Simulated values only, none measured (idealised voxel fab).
The following process module bears the name voxel ribs on slabs.
It is cross-section cut that appears here, measuring 270 nm in width, its square cells being 5 nm in size.
We lay out every cross-section as a grid of square cells and spell it out in bands from the top down, where one band means one or more rows of cells.
Each band's line starts with the height of the band's top and of its bottom, in nm. Then come its materials from left to right, each with its width in nm. One material with "everywhere" fills the band from edge to edge. "air" is empty space.
Beneath 0, the wafer as received is one material, and that level is where height counting begins. The lowest band goes on downward without a bottom; it is written like "0 and below".
Think of "30 to 40" as a width that walks from the first number to the second as you go down the band, top row to bottom row, taking equal-sized steps from row to row.
Step note "no change occurred" = no cross-section cell changed.
"Closed cavity list" - sealed voids, min. 8 cells, no opening to top; format: width x height at distance (distance from left edge; nm throughout).
Heads up: the bit after the settings on a step's line is the simulator's remark on that step.
overlay nm: where the mask lay relative to plan, measured to the right, on steps with a mask; negatives go left.
## The planned process steps are enumerated hereunder
1,RECEIVE,material Si
2,DIRECTIONAL_DEP,material SiO2,thk nm 20
3,DIRECTIONAL_DEP,material SiN,thk nm 25
4,MASKED_ETCH,tone cover,mask id RIB,width nm 25,etch materials SiN,depth nm 5,overlay nm 0
5,MASKED_ETCH,tone cover,mask id SLAB,width nm 85,etch materials SiN,depth nm 20,overlay nm 0
6,FILL_DEP,material SiO2,thk nm 25
7,CMP,height nm 60
8,DIRECTIONAL_DEP,material W,thk nm 10
9,DIRECTIONAL_DEP,material aC,thk nm 10
10,PATTERN,tone cover,mask id HEATER,material resist,width nm 35,thk nm 25,overlay nm 0
11,DIRECTIONAL_ETCH,etch materials aC,depth nm 10
12,STRIP,etch materials resist
13,DIRECTIONAL_ETCH,etch materials W,depth nm 10
14,STRIP,etch materials aC
15,CONFORMAL_DEP,material SiN,thk nm 5
## Wafer as received: cross-section following step 1
* 0 and below  Si everywhere
* Closed cavity list: none
## Cross-sectional result after module completion. Note: starting condition and plan are unchanged from above; one processing mistake was made
* 75 down to 70  SiN=120, air=25, SiN=125
* 70 down to 65  W=115, SiN=5, air=25, SiN=5, W=120
* 65 down to 60  W=115, SiN=35, W=120
* 60 down to 45  SiO2 everywhere
* 45 down to 40  SiO2=120, SiN=25, SiO2=125
* 40 down to 20  SiO2=90, SiN=85, SiO2=95
* 20 down to 0  SiO2 everywhere
* 0 and below  Si everywhere
* Closed cavity list: none
Diagnosis: step 10 was not run as planned; what actually ran was PATTERN,tone open,mask id HEATER,material resist,width nm 35,thk nm 25,overlay nm 0
